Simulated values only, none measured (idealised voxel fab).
Module name: voxel wiring stack (process module)
cross-section cut | 185 nm wide | cells 5 nm
Cross-section, as written here: a square-cell grid given band by band from the top down, where a band holds one or more rows of cells.
This entry defines a band. It first specifies the height of the band's top and the height of its bottom in nm, and then specifies the band's materials from left to right, stating each material with its width in nm. The word "everywhere" identifies a single material that fills the band from edge to edge, while the word "blank" identifies empty space.
Below 0: as-received wafer, all one material; heights counted from there. Lowest band: no bottom, goes on down, written "z 0 and below".
Width spec "30 to 40" -> top row of cells at first value, bottom row at second value, equal per-row change in between.
Any step labelled "same as before" changed none of the cells in the cross-section.
"Cavities, sealed" enumerates empty spaces isolated from the top, with no open way to it, that contain at least 8 cells, giving each as width x height at distance from the left edge, all three in nm.
Anything after a step's settings on that line? It's the simulator's own note about the step.
Each step line may optionally specify "overlay nm", which for a step with a mask gives the rightward distance between the mask's planned place and where it lay, a negative value indicating the leftward direction.
Reading key. Pairs: pre-step and post-step cross-section, one process step apart; post-step view only to lowest changed band. Step between + settings: beneath pair. Runs: pairs may be from different runs of this module, same starting wafer. Continuation from pair above: only where "Before processing step" entry says.

Before processing step:
* z 0 and below  Si everywhere
* Cavities, sealed: none

Post-Step Geometry:
* z 10 to 0  SiO2 everywhere
* Under the height 0 nothing was changed.
* Cavities, sealed: none
Intermediate step for the cross-sections above: op CONFORMAL_DEP | material SiO2 | thk nm 10

Before processing step: no separate figure, the pair right above already shows it after its step.

Post-Step Geometry:
* z 15 to 10  SiCN everywhere
* Under the height 10 nothing was changed.
* Cavities, sealed: none
Intermediate step for the cross-sections above: op CONFORMAL_DEP | material SiCN | thk nm 5

Before processing step: no separate figure, the pair right above already shows it after its step.

Post-Step Geometry:
* z 35 to 15  SiO2 everywhere
* Under the height 15 nothing was changed.
* Cavities, sealed: none
Intermediate step for the cross-sections above: op DIRECTIONAL_DEP | material SiO2 | thk nm 20

Before processing step: no separate figure, the pair right above already shows it after its step.

Post-Step Geometry:
* z 50 to 35  resist=20, blank=25, resist=15, blank=25, resist=15, blank=25, resist=15, blank=25, resist=20
* Under the height 35 nothing was changed.
* Cavities, sealed: none
Intermediate step for the cross-sections above: op PATTERN | tone open | mask id METAL_1 | material resist | width nm 25 | pitch nm 40 | thk nm 15 | overlay nm 0

Before processing step: no separate figure, the pair right above already shows it after its step.

Post-Step Geometry:
* z 50 to 35  resist=20, blank=25, resist=15, blank=25, resist=15, blank=25, resist=15, blank=25, resist=20
* z 35 to 15  SiO2=20, blank=25, SiO2=15, blank=25, SiO2=15, blank=25, SiO2=15, blank=25, SiO2=20
* Under the height 15 nothing was changed.
* Cavities, sealed: none
Intermediate step for the cross-sections above: op DIRECTIONAL_ETCH | etch materials SiO2 | depth nm 20

Before processing step: no separate figure, the pair right above already shows it after its step.

Post-Step Geometry:
* z 50 to 35  resist=20, blank=25, resist=15, blank=25, resist=15, blank=25, resist=15, blank=25, resist=20
* z 35 to 15  SiO2=20, blank=25, SiO2=15, blank=25, SiO2=15, blank=25, SiO2=15, blank=25, SiO2=20
* z 15 to 10  SiCN=20, blank=25, SiCN=15, blank=25, SiCN=15, blank=25, SiCN=15, blank=25, SiCN=20
* Under the height 10 nothing was changed.
* Cavities, sealed: none
Intermediate step for the cross-sections above: op DIRECTIONAL_ETCH | etch materials SiCN | depth nm 5

Before processing step: no separate figure, the pair right above already shows it after its step.

Post-Step Geometry:
* z 35 to 15  SiO2=20, blank=25, SiO2=15, blank=25, SiO2=15, blank=25, SiO2=15, blank=25, SiO2=20
* Under the height 15 nothing was changed.
* Cavities, sealed: none
Intermediate step for the cross-sections above: op STRIP | etch materials resist

Before processing step: no separate figure, the pair right above already shows it after its step.

Post-Step Geometry:
* z 40 to 35  TiN=25, blank=15, TiN=25, blank=15, TiN=25, blank=15, TiN=25, blank=15, TiN=25
* z 35 to 15  SiO2=20, TiN=5, blank=15, TiN=5, SiO2=15, TiN=5, blank=15, TiN=5, SiO2=15, TiN=5, blank=15, TiN=5, SiO2=15, TiN=5, blank=15, TiN=5, SiO2=20
* z 15 to 10  SiCN=20, TiN=25, SiCN=15, TiN=25, SiCN=15, TiN=25, SiCN=15, TiN=25, SiCN=20
* Under the height 10 nothing was changed.
* Cavities, sealed: none
Intermediate step for the cross-sections above: op CONFORMAL_DEP | material TiN | thk nm 5

Before processing step: no separate figure, the pair right above already shows it after its step.

Post-Step Geometry:
* z 45 to 40  Cu everywhere
* z 40 to 35  TiN=25, Cu=15, TiN=25, Cu=15, TiN=25, Cu=15, TiN=25, Cu=15, TiN=25
* z 35 to 15  SiO2=20, TiN=5, Cu=15, TiN=5, SiO2=15, TiN=5, Cu=15, TiN=5, SiO2=15, TiN=5, Cu=15, TiN=5, SiO2=15, TiN=5, Cu=15, TiN=5, SiO2=20
* Under the height 15 nothing was changed.
* Cavities, sealed: none
Intermediate step for the cross-sections above: op FILL_DEP | material Cu | thk nm 5

Before processing step: no separate figure, the pair right above already shows it after its step.

Post-Step Geometry:
* z 35 to 15  SiO2=20, TiN=5, Cu=15, TiN=5, SiO2=15, TiN=5, Cu=15, TiN=5, SiO2=15, TiN=5, Cu=15, TiN=5, SiO2=15, TiN=5, Cu=15, TiN=5, SiO2=20
* Under the height 15 nothing was changed.
* Cavities, sealed: none
Intermediate step for the cross-sections above: op CMP | height nm 35

Before processing step: no separate figure, the pair right above already shows it after its step.

Post-Step Geometry:
* z 40 to 35  SiCN everywhere
* Under the height 35 nothing was changed.
* Cavities, sealed: none
Intermediate step for the cross-sections above: op CONFORMAL_DEP | material SiCN | thk nm 5

Before processing step: no separate figure, the pair right above already shows it after its step.

Post-Step Geometry:
* z 70 to 40  SiO2 everywhere
* Under the height 40 nothing was changed.
* Cavities, sealed: none
Intermediate step for the cross-sections above: op DIRECTIONAL_DEP | material SiO2 | thk nm 30

Before processing step: no separate figure, the pair right above already shows it after its step.

Post-Step Geometry:
* z 70 to 40  SiO2=20, blank=15, SiO2=65, blank=15, SiO2=70
* Under the height 40 nothing was changed.
* Cavities, sealed: none
Intermediate step for the cross-sections above: op MASKED_ETCH | tone open | mask id METAL_2_HOLES | width nm 15 | pitch nm 80 | etch materials SiO2 | depth nm 30 | overlay nm 0

Before processing step: no separate figure, the pair right above already shows it after its step.

Post-Step Geometry:
* z 70 to 50  SiO2=20, blank=25, SiO2=15, blank=25, SiO2=15, blank=25, SiO2=15, blank=25, SiO2=20
* Under the height 50 nothing was changed.
* Cavities, sealed: none
Intermediate step for the cross-sections above: op MASKED_ETCH | tone open | mask id METAL_2 | width nm 25 | pitch nm 40 | etch materials SiO2 | depth nm 20 | overlay nm 0

Before processing step: no separate figure, the pair right above already shows it after its step.

Post-Step Geometry:
* z 70 to 50  SiO2=20, blank=25, SiO2=15, blank=25, SiO2=15, blank=25, SiO2=15, blank=25, SiO2=20
* z 50 to 40  SiO2=20, blank=15, SiO2=65, blank=15, SiO2=70
* z 40 to 35  SiCN=20, blank=15, SiCN=65, blank=15, SiCN=70
* Under the height 35 nothing was changed.
* Cavities, sealed: none
Intermediate step for the cross-sections above: op MASKED_ETCH | tone open | mask id METAL_2 | width nm 25 | pitch nm 40 | etch materials SiCN | depth nm 5 | overlay nm 0

Before processing step: no separate figure, the pair right above already shows it after its step.

Post-Step Geometry:
* z 75 to 70  TiN=25, blank=15, TiN=25, blank=15, TiN=25, blank=15, TiN=25, blank=15, TiN=25
* z 70 to 55  SiO2=20, TiN=5, blank=15, TiN=5, SiO2=15, TiN=5, blank=15, TiN=5, SiO2=15, TiN=5, blank=15, TiN=5, SiO2=15, TiN=5, blank=15, TiN=5, SiO2=20
* z 55 to 50  SiO2=20, TiN=5, blank=5, TiN=15, SiO2=15, TiN=25, SiO2=15, TiN=5, blank=5, TiN=15, SiO2=15, TiN=25, SiO2=20
* z 50 to 40  SiO2=20, TiN=5, blank=5, TiN=5, SiO2=65, TiN=5, blank=5, TiN=5, SiO2=70
* z 40 to 35  SiCN=20, TiN=15, SiCN=65, TiN=15, SiCN=70
* Under the height 35 nothing was changed.
* Cavities, sealed: none
Intermediate step for the cross-sections above: op CONFORMAL_DEP | material TiN | thk nm 5

Before processing step: no separate figure, the pair right above already shows it after its step.

Post-Step Geometry:
* z 85 to 75  Cu everywhere
* z 75 to 70  TiN=25, Cu=15, TiN=25, Cu=15, TiN=25, Cu=15, TiN=25, Cu=15, TiN=25
* z 70 to 55  SiO2=20, TiN=5, Cu=15, TiN=5, SiO2=15, TiN=5, Cu=15, TiN=5, SiO2=15, TiN=5, Cu=15, TiN=5, SiO2=15, TiN=5, Cu=15, TiN=5, SiO2=20
* z 55 to 50  SiO2=20, TiN=5, Cu=5, TiN=15, SiO2=15, TiN=25, SiO2=15, TiN=5, Cu=5, TiN=15, SiO2=15, TiN=25, SiO2=20
* z 50 to 40  SiO2=20, TiN=5, Cu=5, TiN=5, SiO2=65, TiN=5, Cu=5, TiN=5, SiO2=70
* Under the height 40 nothing was changed.
* Cavities, sealed: none
Intermediate step for the cross-sections above: op FILL_DEP | material Cu | thk nm 10

Before processing step: no separate figure, the pair right above already shows it after its step.

Post-Step Geometry:
* z 70 to 55  SiO2=20, TiN=5, Cu=15, TiN=5, SiO2=15, TiN=5, Cu=15, TiN=5, SiO2=15, TiN=5, Cu=15, TiN=5, SiO2=15, TiN=5, Cu=15, TiN=5, SiO2=20
* Under the height 55 nothing was changed.
* Cavities, sealed: none
Intermediate step for the cross-sections above: op CMP | height nm 70

Before processing step: no separate figure, the pair right above already shows it after its step.

Post-Step Geometry:
* z 75 to 70  SiN everywhere
* Under the height 70 nothing was changed.
* Cavities, sealed: none
Intermediate step for the cross-sections above: op CONFORMAL_DEP | material SiN | thk nm 5

Before processing step:
* z 85 to 75  Cu everywhere
* z 75 to 70  TiN=25, Cu=15, TiN=25, Cu=15, TiN=25, Cu=15, TiN=25, Cu=15, TiN=25
* z 70 to 55  SiO2=20, TiN=5, Cu=15, TiN=5, SiO2=15, TiN=5, Cu=15, TiN=5, SiO2=15, TiN=5, Cu=15, TiN=5, SiO2=15, TiN=5, Cu=15, TiN=5, SiO2=20
* z 55 to 50  SiO2=20, TiN=5, Cu=5, TiN=15, SiO2=15, TiN=25, SiO2=15, TiN=5, Cu=5, TiN=15, SiO2=15, TiN=25, SiO2=20
* z 50 to 40  SiO2=20, TiN=5, Cu=5, TiN=5, SiO2=65, TiN=5, Cu=5, TiN=5, SiO2=70
* z 40 to 35  SiCN=20, TiN=15, SiCN=65, TiN=15, SiCN=70
* z 35 to 15  SiO2=20, TiN=5, Cu=15, TiN=5, SiO2=15, TiN=5, Cu=15, TiN=5, SiO2=15, TiN=5, Cu=15, TiN=5, SiO2=15, TiN=5, Cu=15, TiN=5, SiO2=20
* z 15 to 10  SiCN=20, TiN=25, SiCN=15, TiN=25, SiCN=15, TiN=25, SiCN=15, TiN=25, SiCN=20
* z 10 to 0  SiO2 everywhere
* z 0 and below  Si everywhere
* Cavities, sealed: none

Post-Step Geometry:
* z 90 to 85  SiN everywhere
* Under the height 85 nothing was changed.
* Cavities, sealed: none
Intermediate step for the cross-sections above: op CONFORMAL_DEP | material SiN | thk nm 5

Before processing step:
* z 70 to 40  SiO2 everywhere
* z 40 to 35  SiCN everywhere
* z 35 to 15  SiO2=20, TiN=5, Cu=15, TiN=5, SiO2=15, TiN=5, Cu=15, TiN=5, SiO2=15, TiN=5, Cu=15, TiN=5, SiO2=15, TiN=5, Cu=15, TiN=5, SiO2=20
* z 15 to 10  SiCN=20, TiN=25, SiCN=15, TiN=25, SiCN=15, TiN=25, SiCN=15, TiN=25, SiCN=20
* z 10 to 0  SiO2 everywhere
* z 0 and below  Si everywhere
* Cavities, sealed: none

Post-Step Geometry:
* z 100 to 40  SiO2 everywhere
* Under the height 40 nothing was changed.
* Cavities, sealed: none
Intermediate step for the cross-sections above: op DIRECTIONAL_DEP | material SiO2 | thk nm 30

Before processing step: no separate figure, the pair right above already shows it after its step.

Post-Step Geometry:
* z 100 to 70  SiO2=20, blank=15, SiO2=65, blank=15, SiO2=70
* Under the height 70 nothing was changed.
* Cavities, sealed: none
Intermediate step for the cross-sections above: op MASKED_ETCH | tone open | mask id METAL_2_HOLES | width nm 15 | pitch nm 80 | etch materials SiO2 | depth nm 30 | overlay nm 0

Before processing step: no separate figure, the pair right above already shows it after its step.

Post-Step Geometry:
* z 100 to 80  SiO2=20, blank=25, SiO2=15, blank=25, SiO2=15, blank=25, SiO2=15, blank=25, SiO2=20
* z 80 to 50  SiO2=20, blank=15, SiO2=65, blank=15, SiO2=70
* Under the height 50 nothing was changed.
* Cavities, sealed: none
Intermediate step for the cross-sections above: op MASKED_ETCH | tone open | mask id METAL_2 | width nm 25 | pitch nm 40 | etch materials SiO2 | depth nm 20 | overlay nm 0

Before processing step: no separate figure, the pair right above already shows it after its step.

Post-Step Geometry:
* z 105 to 100  TiN=25, blank=15, TiN=25, blank=15, TiN=25, blank=15, TiN=25, blank=15, TiN=25
* z 100 to 85  SiO2=20, TiN=5, blank=15, TiN=5, SiO2=15, TiN=5, blank=15, TiN=5, SiO2=15, TiN=5, blank=15, TiN=5, SiO2=15, TiN=5, blank=15, TiN=5, SiO2=20
* z 85 to 80  SiO2=20, TiN=5, blank=5, TiN=15, SiO2=15, TiN=25, SiO2=15, TiN=5, blank=5, TiN=15, SiO2=15, TiN=25, SiO2=20
* z 80 to 55  SiO2=20, TiN=5, blank=5, TiN=5, SiO2=65, TiN=5, blank=5, TiN=5, SiO2=70
* z 55 to 50  SiO2=20, TiN=15, SiO2=65, TiN=15, SiO2=70
* Under the height 50 nothing was changed.
* Cavities, sealed: none
Intermediate step for the cross-sections above: op CONFORMAL_DEP | material TiN | thk nm 5

Before processing step: no separate figure, the pair right above already shows it after its step.

Post-Step Geometry:
* z 115 to 105  Cu everywhere
* z 105 to 100  TiN=25, Cu=15, TiN=25, Cu=15, TiN=25, Cu=15, TiN=25, Cu=15, TiN=25
* z 100 to 85  SiO2=20, TiN=5, Cu=15, TiN=5, SiO2=15, TiN=5, Cu=15, TiN=5, SiO2=15, TiN=5, Cu=15, TiN=5, SiO2=15, TiN=5, Cu=15, TiN=5, SiO2=20
* z 85 to 80  SiO2=20, TiN=5, Cu=5, TiN=15, SiO2=15, TiN=25, SiO2=15, TiN=5, Cu=5, TiN=15, SiO2=15, TiN=25, SiO2=20
* z 80 to 55  SiO2=20, TiN=5, Cu=5, TiN=5, SiO2=65, TiN=5, Cu=5, TiN=5, SiO2=70
* Under the height 55 nothing was changed.
* Cavities, sealed: none
Intermediate step for the cross-sections above: op FILL_DEP | material Cu | thk nm 10

Before processing step: no separate figure, the pair right above already shows it after its step.

Post-Step Geometry:
* z 70 to 55  SiO2=20, TiN=5, Cu=5, TiN=5, SiO2=65, TiN=5, Cu=5, TiN=5, SiO2=70
* Under the height 55 nothing was changed.
* Cavities, sealed: none
Intermediate step for the cross-sections above: op CMP | height nm 70

Before processing step: no separate figure, the pair right above already shows it after its step.

Post-Step Geometry:
* z 75 to 70  SiN everywhere
* Under the height 70 nothing was changed.
* Cavities, sealed: none
Intermediate step for the cross-sections above: op CONFORMAL_DEP | material SiN | thk nm 5

Before processing step:
* z 10 to 0  SiO2 everywhere
* z 0 and below  Si everywhere
* Cavities, sealed: none

Post-Step Geometry:
* z 30 to 0  SiO2 everywhere
* Under the height 0 nothing was changed.
* Cavities, sealed: none
Intermediate step for the cross-sections above: op DIRECTIONAL_DEP | material SiO2 | thk nm 20

Before processing step: no separate figure, the pair right above already shows it after its step.

Post-Step Geometry:
* z 35 to 30  SiCN everywhere
* Under the height 30 nothing was changed.
* Cavities, sealed: none
Intermediate step for the cross-sections above: op CONFORMAL_DEP | material SiCN | thk nm 5

Before processing step: no separate figure, the pair right above already shows it after its step.

Post-Step Geometry:
* z 50 to 35  resist=20, blank=25, resist=15, blank=25, resist=15, blank=25, resist=15, blank=25, resist=20
* Under the height 35 nothing was changed.
* Cavities, sealed: none
Intermediate step for the cross-sections above: op PATTERN | tone open | mask id METAL_1 | material resist | width nm 25 | pitch nm 40 | thk nm 15 | overlay nm 0

Before processing step: no separate figure, the pair right above already shows it after its step.

Post-Step Geometry:
* z 50 to 35  resist=20, blank=25, resist=15, blank=25, resist=15, blank=25, resist=15, blank=25, resist=20
* z 35 to 30  SiCN=20, blank=25, SiCN=15, blank=25, SiCN=15, blank=25, SiCN=15, blank=25, SiCN=20
* Under the height 30 nothing was changed.
* Cavities, sealed: none
Intermediate step for the cross-sections above: op DIRECTIONAL_ETCH | etch materials SiCN | depth nm 5

Before processing step: no separate figure, the pair right above already shows it after its step.

Post-Step Geometry:
* z 35 to 30  SiCN=20, blank=25, SiCN=15, blank=25, SiCN=15, blank=25, SiCN=15, blank=25, SiCN=20
* Under the height 30 nothing was changed.
* Cavities, sealed: none
Intermediate step for the cross-sections above: op STRIP | etch materials resist

Before processing step: no separate figure, the pair right above already shows it after its step.

Post-Step Geometry:
* z 40 to 35  TiN=25, blank=15, TiN=25, blank=15, TiN=25, blank=15, TiN=25, blank=15, TiN=25
* z 35 to 30  SiCN=20, TiN=25, SiCN=15, TiN=25, SiCN=15, TiN=25, SiCN=15, TiN=25, SiCN=20
* Under the height 30 nothing was changed.
* Cavities, sealed: none
Intermediate step for the cross-sections above: op CONFORMAL_DEP | material TiN | thk nm 5

Before processing step: no separate figure, the pair right above already shows it after its step.

Post-Step Geometry:
* z 45 to 40  Cu everywhere
* z 40 to 35  TiN=25, Cu=15, TiN=25, Cu=15, TiN=25, Cu=15, TiN=25, Cu=15, TiN=25
* Under the height 35 nothing was changed.
* Cavities, sealed: none
Intermediate step for the cross-sections above: op FILL_DEP | material Cu | thk nm 5

Before processing step: no separate figure, the pair right above already shows it after its step.

Post-Step Geometry:
* z 35 to 30  SiCN=20, TiN=25, SiCN=15, TiN=25, SiCN=15, TiN=25, SiCN=15, TiN=25, SiCN=20
* Under the height 30 nothing was changed.
* Cavities, sealed: none
Intermediate step for the cross-sections above: op CMP | height nm 35

Before processing step: no separate figure, the pair right above already shows it after its step.

Post-Step Geometry:
* z 40 to 35  SiCN everywhere
* Under the height 35 nothing was changed.
* Cavities, sealed: none
Intermediate step for the cross-sections above: op CONFORMAL_DEP | material SiCN | thk nm 5

Before processing step: no separate figure, the pair right above already shows it after its step.

Post-Step Geometry:
* z 70 to 40  SiO2 everywhere
* Under the height 40 nothing was changed.
* Cavities, sealed: none
Intermediate step for the cross-sections above: op DIRECTIONAL_DEP | material SiO2 | thk nm 30

Before processing step: no separate figure, the pair right above already shows it after its step.

Post-Step Geometry:
* z 70 to 40  SiO2=20, blank=15, SiO2=65, blank=15, SiO2=70
* Under the height 40 nothing was changed.
* Cavities, sealed: none
Intermediate step for the cross-sections above: op MASKED_ETCH | tone open | mask id METAL_2_HOLES | width nm 15 | pitch nm 80 | etch materials SiO2 | depth nm 30 | overlay nm 0

Before processing step: no separate figure, the pair right above already shows it after its step.

Post-Step Geometry:
* z 70 to 50  SiO2=20, blank=25, SiO2=15, blank=25, SiO2=15, blank=25, SiO2=15, blank=25, SiO2=20
* Under the height 50 nothing was changed.
* Cavities, sealed: none
Intermediate step for the cross-sections above: op MASKED_ETCH | tone open | mask id METAL_2 | width nm 25 | pitch nm 40 | etch materials SiO2 | depth nm 20 | overlay nm 0

Before processing step: no separate figure, the pair right above already shows it after its step.

Post-Step Geometry:
* z 70 to 50  SiO2=20, blank=25, SiO2=15, blank=25, SiO2=15, blank=25, SiO2=15, blank=25, SiO2=20
* z 50 to 40  SiO2=20, blank=15, SiO2=65, blank=15, SiO2=70
* z 40 to 35  SiCN=20, blank=15, SiCN=65, blank=15, SiCN=70
* Under the height 35 nothing was changed.
* Cavities, sealed: none
Intermediate step for the cross-sections above: op MASKED_ETCH | tone open | mask id METAL_2 | width nm 25 | pitch nm 40 | etch materials SiCN | depth nm 5 | overlay nm 0

Before processing step: no separate figure, the pair right above already shows it after its step.

Post-Step Geometry:
* z 75 to 70  TiN=25, blank=15, TiN=25, blank=15, TiN=25, blank=15, TiN=25, blank=15, TiN=25
* z 70 to 55  SiO2=20, TiN=5, blank=15, TiN=5, SiO2=15, TiN=5, blank=15, TiN=5, SiO2=15, TiN=5, blank=15, TiN=5, SiO2=15, TiN=5, blank=15, TiN=5, SiO2=20
* z 55 to 50  SiO2=20, TiN=5, blank=5, TiN=15, SiO2=15, TiN=25, SiO2=15, TiN=5, blank=5, TiN=15, SiO2=15, TiN=25, SiO2=20
* z 50 to 40  SiO2=20, TiN=5, blank=5, TiN=5, SiO2=65, TiN=5, blank=5, TiN=5, SiO2=70
* z 40 to 35  SiCN=20, TiN=15, SiCN=65, TiN=15, SiCN=70
* Under the height 35 nothing was changed.
* Cavities, sealed: none
Intermediate step for the cross-sections above: op CONFORMAL_DEP | material TiN | thk nm 5

Before processing step: no separate figure, the pair right above already shows it after its step.

Post-Step Geometry:
* z 85 to 75  Cu everywhere
* z 75 to 70  TiN=25, Cu=15, TiN=25, Cu=15, TiN=25, Cu=15, TiN=25, Cu=15, TiN=25
* z 70 to 55  SiO2=20, TiN=5, Cu=15, TiN=5, SiO2=15, TiN=5, Cu=15, TiN=5, SiO2=15, TiN=5, Cu=15, TiN=5, SiO2=15, TiN=5, Cu=15, TiN=5, SiO2=20
* z 55 to 50  SiO2=20, TiN=5, Cu=5, TiN=15, SiO2=15, TiN=25, SiO2=15, TiN=5, Cu=5, TiN=15, SiO2=15, TiN=25, SiO2=20
* z 50 to 40  SiO2=20, TiN=5, Cu=5, TiN=5, SiO2=65, TiN=5, Cu=5, TiN=5, SiO2=70
* Under the height 40 nothing was changed.
* Cavities, sealed: none
Intermediate step for the cross-sections above: op FILL_DEP | material Cu | thk nm 10

Before processing step: no separate figure, the pair right above already shows it after its step.

Post-Step Geometry:
* z 70 to 55  SiO2=20, TiN=5, Cu=15, TiN=5, SiO2=15, TiN=5, Cu=15, TiN=5, SiO2=15, TiN=5, Cu=15, TiN=5, SiO2=15, TiN=5, Cu=15, TiN=5, SiO2=20
* Under the height 55 nothing was changed.
* Cavities, sealed: none
Intermediate step for the cross-sections above: op CMP | height nm 70

Before processing step: no separate figure, the pair right above already shows it after its step.

Post-Step Geometry:
* z 75 to 70  SiN everywhere
* Under the height 70 nothing was changed.
* Cavities, sealed: none
Intermediate step for the cross-sections above: op CONFORMAL_DEP | material SiN | thk nm 5

Before processing step:
* z 85 to 75  Cu everywhere
* z 75 to 70  TiN=25, Cu=15, TiN=25, Cu=15, TiN=25, Cu=15, TiN=25, Cu=15, TiN=25
* z 70 to 55  SiO2=20, TiN=5, Cu=15, TiN=5, SiO2=15, TiN=5, Cu=15, TiN=5, SiO2=15, TiN=5, Cu=15, TiN=5, SiO2=15, TiN=5, Cu=15, TiN=5, SiO2=20
* z 55 to 50  SiO2=20, TiN=5, Cu=5, TiN=15, SiO2=15, TiN=25, SiO2=15, TiN=5, Cu=5, TiN=15, SiO2=15, TiN=25, SiO2=20
* z 50 to 40  SiO2=20, TiN=5, Cu=5, TiN=5, SiO2=65, TiN=5, Cu=5, TiN=5, SiO2=70
* z 40 to 35  SiCN=20, TiN=15, SiCN=65, TiN=15, SiCN=70
* z 35 to 15  SiO2=20, TiN=5, Cu=15, TiN=5, SiO2=15, TiN=5, Cu=15, TiN=5, SiO2=15, TiN=5, Cu=15, TiN=5, SiO2=15, TiN=5, Cu=15, TiN=5, SiO2=20
* z 15 to 10  SiCN=20, TiN=25, SiCN=15, TiN=25, SiCN=15, TiN=25, SiCN=15, TiN=25, SiCN=20
* z 10 to 0  SiO2 everywhere
* z 0 and below  Si everywhere
* Cavities, sealed: none

Post-Step Geometry:
* z 65 to 55  SiO2=20, TiN=5, Cu=15, TiN=5, SiO2=15, TiN=5, Cu=15, TiN=5, SiO2=15, TiN=5, Cu=15, TiN=5, SiO2=15, TiN=5, Cu=15, TiN=5, SiO2=20
* Under the height 55 nothing was changed.
* Cavities, sealed: none
Intermediate step for the cross-sections above: op CMP | height nm 65

Before processing step: no separate figure, the pair right above already shows it after its step.

Post-Step Geometry:
* z 70 to 65  SiN everywhere
* Under the height 65 nothing was changed.
* Cavities, sealed: none
Intermediate step for the cross-sections above: op CONFORMAL_DEP | material SiN | thk nm 5

Before processing step:
* z 70 to 40  SiO2 everywhere
* z 40 to 35  SiCN everywhere
* z 35 to 15  SiO2=20, TiN=5, Cu=15, TiN=5, SiO2=15, TiN=5, Cu=15, TiN=5, SiO2=15, TiN=5, Cu=15, TiN=5, SiO2=15, TiN=5, Cu=15, TiN=5, SiO2=20
* z 15 to 10  SiCN=20, TiN=25, SiCN=15, TiN=25, SiCN=15, TiN=25, SiCN=15, TiN=25, SiCN=20
* z 10 to 0  SiO2 everywhere
* z 0 and below  Si everywhere
* Cavities, sealed: none

Post-Step Geometry:
* z 70 to 40  SiO2=20, blank=20, SiO2=60, blank=20, SiO2=65
* Under the height 40 nothing was changed.
* Cavities, sealed: none
Intermediate step for the cross-sections above: op MASKED_ETCH | tone open | mask id METAL_2_HOLES | width nm 20 | pitch nm 80 | etch materials SiO2 | depth nm 30 | overlay nm 0

Before processing step: no separate figure, the pair right above already shows it after its step.

Post-Step Geometry:
* z 70 to 50  SiO2=20, blank=25, SiO2=15, blank=25, SiO2=15, blank=25, SiO2=15, blank=25, SiO2=20
* Under the height 50 nothing was changed.
* Cavities, sealed: none
Intermediate step for the cross-sections above: op MASKED_ETCH | tone open | mask id METAL_2 | width nm 25 | pitch nm 40 | etch materials SiO2 | depth nm 20 | overlay nm 0

Before processing step: no separate figure, the pair right above already shows it after its step.

Post-Step Geometry:
* z 70 to 50  SiO2=20, blank=25, SiO2=15, blank=25, SiO2=15, blank=25, SiO2=15, blank=25, SiO2=20
* z 50 to 40  SiO2=20, blank=20, SiO2=60, blank=20, SiO2=65
* z 40 to 35  SiCN=20, blank=20, SiCN=60, blank=20, SiCN=65
* Under the height 35 nothing was changed.
* Cavities, sealed: none
Intermediate step for the cross-sections above: op MASKED_ETCH | tone open | mask id METAL_2 | width nm 25 | pitch nm 40 | etch materials SiCN | depth nm 5 | overlay nm 0

Before processing step: no separate figure, the pair right above already shows it after its step.

Post-Step Geometry:
* z 75 to 70  TiN=25, blank=15, TiN=25, blank=15, TiN=25, blank=15, TiN=25, blank=15, TiN=25
* z 70 to 55  SiO2=20, TiN=5, blank=15, TiN=5, SiO2=15, TiN=5, blank=15, TiN=5, SiO2=15, TiN=5, blank=15, TiN=5, SiO2=15, TiN=5, blank=15, TiN=5, SiO2=20
* z 55 to 50  SiO2=20, TiN=5, blank=10, TiN=10, SiO2=15, TiN=25, SiO2=15, TiN=5, blank=10, TiN=10, SiO2=15, TiN=25, SiO2=20
* z 50 to 40  SiO2=20, TiN=5, blank=10, TiN=5, SiO2=60, TiN=5, blank=10, TiN=5, SiO2=65
* z 40 to 35  SiCN=20, TiN=20, SiCN=60, TiN=20, SiCN=65
* Under the height 35 nothing was changed.
* Cavities, sealed: none
Intermediate step for the cross-sections above: op CONFORMAL_DEP | material TiN | thk nm 5

Before processing step: no separate figure, the pair right above already shows it after its step.

Post-Step Geometry:
* z 85 to 75  Cu everywhere
* z 75 to 70  TiN=25, Cu=15, TiN=25, Cu=15, TiN=25, Cu=15, TiN=25, Cu=15, TiN=25
* z 70 to 55  SiO2=20, TiN=5, Cu=15, TiN=5, SiO2=15, TiN=5, Cu=15, TiN=5, SiO2=15, TiN=5, Cu=15, TiN=5, SiO2=15, TiN=5, Cu=15, TiN=5, SiO2=20
* z 55 to 50  SiO2=20, TiN=5, Cu=10, TiN=10, SiO2=15, TiN=25, SiO2=15, TiN=5, Cu=10, TiN=10, SiO2=15, TiN=25, SiO2=20
* z 50 to 40  SiO2=20, TiN=5, Cu=10, TiN=5, SiO2=60, TiN=5, Cu=10, TiN=5, SiO2=65
* Under the height 40 nothing was changed.
* Cavities, sealed: none
Intermediate step for the cross-sections above: op FILL_DEP | material Cu | thk nm 10

Before processing step: no separate figure, the pair right above already shows it after its step.

Post-Step Geometry:
* z 70 to 55  SiO2=20, TiN=5, Cu=15, TiN=5, SiO2=15, TiN=5, Cu=15, TiN=5, SiO2=15, TiN=5, Cu=15, TiN=5, SiO2=15, TiN=5, Cu=15, TiN=5, SiO2=20
* Under the height 55 nothing was changed.
* Cavities, sealed: none
Intermediate step for the cross-sections above: op CMP | height nm 70

Before processing step: no separate figure, the pair right above already shows it after its step.

Post-Step Geometry:
* z 75 to 70  SiN everywhere
* Under the height 70 nothing was changed.
* Cavities, sealed: none
Intermediate step for the cross-sections above: op CONFORMAL_DEP | material SiN | thk nm 5

Before processing step:
* z 70 to 40  SiO2 everywhere
* z 40 to 35  SiCN everywhere
* z 35 to 15  SiO2=20, TiN=5, Cu=15, TiN=5, SiO2=15, TiN=5, Cu=15, TiN=5, SiO2=15, TiN=5, Cu=15, TiN=5, SiO2=15, TiN=5, Cu=15, TiN=5, SiO2=20
* z 15 to 10  SiCN=20, TiN=25, SiCN=15, TiN=25, SiCN=15, TiN=25, SiCN=15, TiN=25, SiCN=20
* z 10 to 0  SiO2 everywhere
* z 0 and below  Si everywhere
* Cavities, sealed: none

Post-Step Geometry:
* z 70 to 40  SiO2=25, blank=15, SiO2=65, blank=15, SiO2=65
* Under the height 40 nothing was changed.
* Cavities, sealed: none
Intermediate step for the cross-sections above: op MASKED_ETCH | tone open | mask id METAL_2_HOLES | width nm 15 | pitch nm 80 | etch materials SiO2 | depth nm 30 | overlay nm 5

Before processing step: no separate figure, the pair right above already shows it after its step.

Post-Step Geometry:
* z 70 to 50  SiO2=20, blank=25, SiO2=15, blank=25, SiO2=15, blank=25, SiO2=15, blank=25, SiO2=20
* Under the height 50 nothing was changed.
* Cavities, sealed: none
Intermediate step for the cross-sections above: op MASKED_ETCH | tone open | mask id METAL_2 | width nm 25 | pitch nm 40 | etch materials SiO2 | depth nm 20 | overlay nm 0
